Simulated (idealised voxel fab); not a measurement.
process module | voxel transistor to metal
cross-section cut | 275 nm wide | cells 5 nm
A cross-section is a grid of square cells, given in bands from the top down. A band is one or more rows of cells.
Each band's line starts with the height of the band's top and of its bottom, in nm. Then come its materials from left to right, each with its width in nm. One material with "throughout" fills the band from edge to edge. "air" is empty space.
Height 0 is the level under which the wafer as received is all one material. The lowest band goes on downwards, as in "0 down".
A width such as "30 to 40" changes by the same amount from each row of cells to the next, from the band's top row to its bottom row.
"no change" after a step means that no cell of the cross-section changed.
closed voids: empty space of 8 cells or more with no open way to the top, each as width x height at its distance from the left edge, in nm
after a step's settings: what the simulator itself notes on the step
overlay nm, on a step with a mask: how far to the right of its planned place the mask lay; to the left if negative
plan
1 op RECEIVE | material Si
2 op CONFORMAL_DEP | material SiO2 | thk nm 5
3 op CONFORMAL_DEP | material SiN | thk nm 15
4 op DIRECTIONAL_DEP | material aC | thk nm 10
5 op PATTERN | tone cover | mask id ACTIVE | material resist | width nm 95 | pitch nm 120 | thk nm 25 | overlay nm 0
6 op DIRECTIONAL_ETCH | etch materials aC | depth nm 10
7 op STRIP | etch materials resist
8 op DIRECTIONAL_ETCH | etch materials SiN | depth nm 15
9 op DIRECTIONAL_ETCH | etch materials SiO2 | depth nm 5
10 op DIRECTIONAL_ETCH | etch materials Si | depth nm 25
11 op STRIP | etch materials aC
12 op OXIDIZE | depth nm 5
13 op FILL_DEP | material SiO2 | thk nm 15
14 op CMP | height nm 20
15 op SELECTIVE_ETCH | etch materials SiO2 | depth nm 10
16 op STRIP | etch materials SiN
17 op SELECTIVE_ETCH | etch materials SiO2 | depth nm 5
18 op OXIDIZE | depth nm 5
19 op DIRECTIONAL_DEP | material polySi | thk nm 30
20 op DIRECTIONAL_DEP | material SiCN | thk nm 15
21 op DIRECTIONAL_DEP | material aC | thk nm 15
22 op PATTERN | tone cover | mask id GATE | material resist | width nm 25 | pitch nm 120 | thk nm 30 | overlay nm 0
23 op DIRECTIONAL_ETCH | etch materials aC | depth nm 15
24 op STRIP | etch materials resist
25 op DIRECTIONAL_ETCH | etch materials SiCN | depth nm 25
26 op DIRECTIONAL_ETCH | etch materials polySi | depth nm 40
27 op STRIP | etch materials aC
28 op CONFORMAL_DEP | material SiO2 | thk nm 5
29 op DIRECTIONAL_ETCH | etch materials SiO2 | depth nm 5
30 op CONFORMAL_DEP | material SiN | thk nm 5
31 op DIRECTIONAL_ETCH | etch materials SiN | depth nm 5
32 op DIRECTIONAL_ETCH | etch materials SiO2 | depth nm 5
33 op EPI | material pSi | thk nm 5
34 op FILL_DEP | material SiO2 | thk nm 5
35 op CMP | height nm 30
36 op STRIP | etch materials polySi
37 op SELECTIVE_ETCH | etch materials SiO2 | depth nm 5
38 op CONFORMAL_DEP | material HfO2 | thk nm 5
39 op CONFORMAL_DEP | material TiN | thk nm 5
40 op FILL_DEP | material W | thk nm 10
41 op CMP | height nm 25
42 op DIRECTIONAL_DEP | material SiO2 | thk nm 15
43 op DIRECTIONAL_DEP | material aC | thk nm 15
44 op PATTERN | tone open | mask id CONTACT | material resist | width nm 15 | thk nm 30 | overlay nm 0
45 op DIRECTIONAL_ETCH | etch materials aC | depth nm 15
46 op STRIP | etch materials resist
47 op DIRECTIONAL_ETCH | etch materials SiO2 | depth nm 40
48 op STRIP | etch materials aC
49 op CONFORMAL_DEP | material TiN | thk nm 5
50 op FILL_DEP | material W | thk nm 5
51 op CMP | height nm 40
52 op CONFORMAL_DEP | material SiN | thk nm 5
53 op DIRECTIONAL_DEP | material SiO2 | thk nm 20
54 op PATTERN | tone open | mask id METAL_1 | material resist | width nm 15 | thk nm 15 | overlay nm 0
55 op DIRECTIONAL_ETCH | etch materials SiO2 | depth nm 20
56 op DIRECTIONAL_ETCH | etch materials SiN | depth nm 5
57 op STRIP | etch materials resist
58 op CONFORMAL_DEP | material TiN | thk nm 5
59 op FILL_DEP | material Cu | thk nm 5
60 op CMP | height nm 65
61 op CONFORMAL_DEP | material SiCN | thk nm 5
62 op DIRECTIONAL_DEP | material lowk | thk nm 30
63 op MASKED_ETCH | tone open | mask id METAL_2 | width nm 15 | pitch nm 120 | etch materials lowk | depth nm 20 | overlay nm 0
64 op PATTERN | tone open | mask id METAL_2_HOLES | material resist | width nm 15 | pitch nm 120 | thk nm 20 | overlay nm 0
65 op DIRECTIONAL_ETCH | etch materials lowk | depth nm 10
66 op DIRECTIONAL_ETCH | etch materials SiCN | depth nm 5
67 op STRIP | etch materials resist
68 op CONFORMAL_DEP | material TiN | thk nm 5
69 op FILL_DEP | material Cu | thk nm 10
70 op CMP | height nm 100
71 op CONFORMAL_DEP | material SiN | thk nm 5
varied across the wafers: depth nm of step 17. The plan shows the first wafer's value. All wafers start alike
first wafer as received, after step 1
  0 down: Si throughout
  closed voids: none
first wafer at the end, after step 71
  105 to 100: SiN throughout
  100 to 70: lowk 35 | TiN 5 | Cu 5 | TiN 5 | lowk 105 | TiN 5 | Cu 5 | TiN 5 | lowk 105
  70 to 65: SiCN 35 | TiN 15 | SiCN 105 | TiN 15 | SiCN 105
  65 to 45: SiO2 35 | TiN 5 | Cu 5 | TiN 5 | SiO2 55 | TiN 5 | Cu 5 | TiN 5 | SiO2 35 | TiN 5 | Cu 5 | TiN 5 | SiO2 55 | TiN 5 | Cu 5 | TiN 5 | SiO2 35
  45 to 40: SiN 35 | TiN 15 | SiN 55 | TiN 15 | SiN 35 | TiN 15 | SiN 55 | TiN 15 | SiN 35
  40 to 25: SiO2 35 | TiN 5 | W 5 | TiN 5 | SiO2 55 | TiN 5 | W 5 | TiN 5 | SiO2 35 | TiN 5 | W 5 | TiN 5 | SiO2 55 | TiN 5 | W 5 | TiN 5 | SiO2 35
  25 to 5: SiO2 35 | TiN 5 | W 5 | TiN 5 | SiO2 5 | SiN 5 | HfO2 5 | TiN 5 | W 15 | TiN 5 | HfO2 5 | SiN 5 | SiO2 5 | TiN 5 | W 5 | TiN 5 | SiO2 35 | TiN 5 | W 5 | TiN 5 | SiO2 5 | SiN 5 | HfO2 5 | TiN 5 | W 15 | TiN 5 | HfO2 5 | SiN 5 | SiO2 5 | TiN 5 | W 5 | TiN 5 | SiO2 35
  5 to 0: SiO2 30 | SiN 5 | TiN 15 | SiO2 5 | SiN 5 | HfO2 5 | TiN 25 | HfO2 5 | SiN 5 | SiO2 5 | TiN 15 | SiN 5 | SiO2 25 | SiN 5 | TiN 15 | SiO2 5 | SiN 5 | HfO2 5 | TiN 25 | HfO2 5 | SiN 5 | SiO2 5 | TiN 15 | SiN 5 | SiO2 30
  0 to -5: SiO2 35 | pSi 20 | SiO2 5 | HfO2 35 | SiO2 5 | pSi 20 | SiO2 35 | pSi 20 | SiO2 5 | HfO2 35 | SiO2 5 | pSi 20 | SiO2 35
  -5 to -30: SiO2 35 | Si 85 | SiO2 35 | Si 85 | SiO2 35
  -30 down: Si throughout
  closed voids: none
last wafer at the end
  105 to 100: SiN throughout
  100 to 70: lowk 35 | TiN 5 | Cu 5 | TiN 5 | lowk 105 | TiN 5 | Cu 5 | TiN 5 | lowk 105
  70 to 65: SiCN 35 | TiN 15 | SiCN 105 | TiN 15 | SiCN 105
  65 to 45: SiO2 35 | TiN 5 | Cu 5 | TiN 5 | SiO2 55 | TiN 5 | Cu 5 | TiN 5 | SiO2 35 | TiN 5 | Cu 5 | TiN 5 | SiO2 55 | TiN 5 | Cu 5 | TiN 5 | SiO2 35
  45 to 40: SiN 35 | TiN 15 | SiN 55 | TiN 15 | SiN 35 | TiN 15 | SiN 55 | TiN 15 | SiN 35
  40 to 25: SiO2 35 | TiN 5 | W 5 | TiN 5 | SiO2 55 | TiN 5 | W 5 | TiN 5 | SiO2 35 | TiN 5 | W 5 | TiN 5 | SiO2 55 | TiN 5 | W 5 | TiN 5 | SiO2 35
  25 to 5: SiO2 35 | TiN 5 | W 5 | TiN 5 | SiO2 5 | SiN 5 | HfO2 5 | TiN 5 | W 15 | TiN 5 | HfO2 5 | SiN 5 | SiO2 5 | TiN 5 | W 5 | TiN 5 | SiO2 35 | TiN 5 | W 5 | TiN 5 | SiO2 5 | SiN 5 | HfO2 5 | TiN 5 | W 15 | TiN 5 | HfO2 5 | SiN 5 | SiO2 5 | TiN 5 | W 5 | TiN 5 | SiO2 35
  5 to 0: SiO2 35 | TiN 15 | SiO2 5 | SiN 5 | HfO2 5 | TiN 25 | HfO2 5 | SiN 5 | SiO2 5 | TiN 15 | SiO2 35 | TiN 15 | SiO2 5 | SiN 5 | HfO2 5 | TiN 25 | HfO2 5 | SiN 5 | SiO2 5 | TiN 15 | SiO2 35
  0 to -5: SiO2 25 | SiN 5 | SiO2 5 | pSi 20 | SiO2 5 | HfO2 35 | SiO2 5 | pSi 20 | SiO2 5 | SiN 5 | SiO2 15 | SiN 5 | SiO2 5 | pSi 20 | SiO2 5 | HfO2 35 | SiO2 5 | pSi 20 | SiO2 5 | SiN 5 | SiO2 25
  -5 to -10: SiO2 25 | SiN 5 | SiO2 10 | Si 75 | SiO2 10 | SiN 5 | SiO2 15 | SiN 5 | SiO2 10 | Si 75 | SiO2 10 | SiN 5 | SiO2 25
  -10 to -15: SiO2 15 | SiN 5 | SiO2 5 | SiN 5 | SiO2 10 | Si 75 | SiO2 10 | SiN 5 | SiO2 15 | SiN 5 | SiO2 10 | Si 75 | SiO2 10 | SiN 5 | SiO2 5 | SiN 5 | SiO2 15
  -15 to -20: SiO2 40 | Si 75 | SiO2 45 | Si 75 | SiO2 40
  -20 to -30: SiO2 35 | Si 85 | SiO2 35 | Si 85 | SiO2 35
  -30 down: Si throughout
  closed voids: none
each wafer at the end: cells of each material gained (+) or lost (-) since it was received, then its closed voids
depth nm 5 | +28 Cu | +34 HfO2 | -160 Si | +49 SiCN | +122 SiN | +552 SiO2 | +168 TiN | +52 W | +294 lowk | +16 pSi | closed voids: none
depth nm 10 | +28 Cu | +34 HfO2 | -164 Si | +49 SiCN | +122 SiN | +556 SiO2 | +168 TiN | +52 W | +294 lowk | +16 pSi | closed voids: none
depth nm 15 | +28 Cu | +34 HfO2 | -168 Si | +49 SiCN | +128 SiN | +554 SiO2 | +168 TiN | +52 W | +294 lowk | +16 pSi | closed voids: none
depth nm 20 | +28 Cu | +34 HfO2 | -172 Si | +49 SiCN | +132 SiN | +554 SiO2 | +168 TiN | +52 W | +294 lowk | +16 pSi | closed voids: none
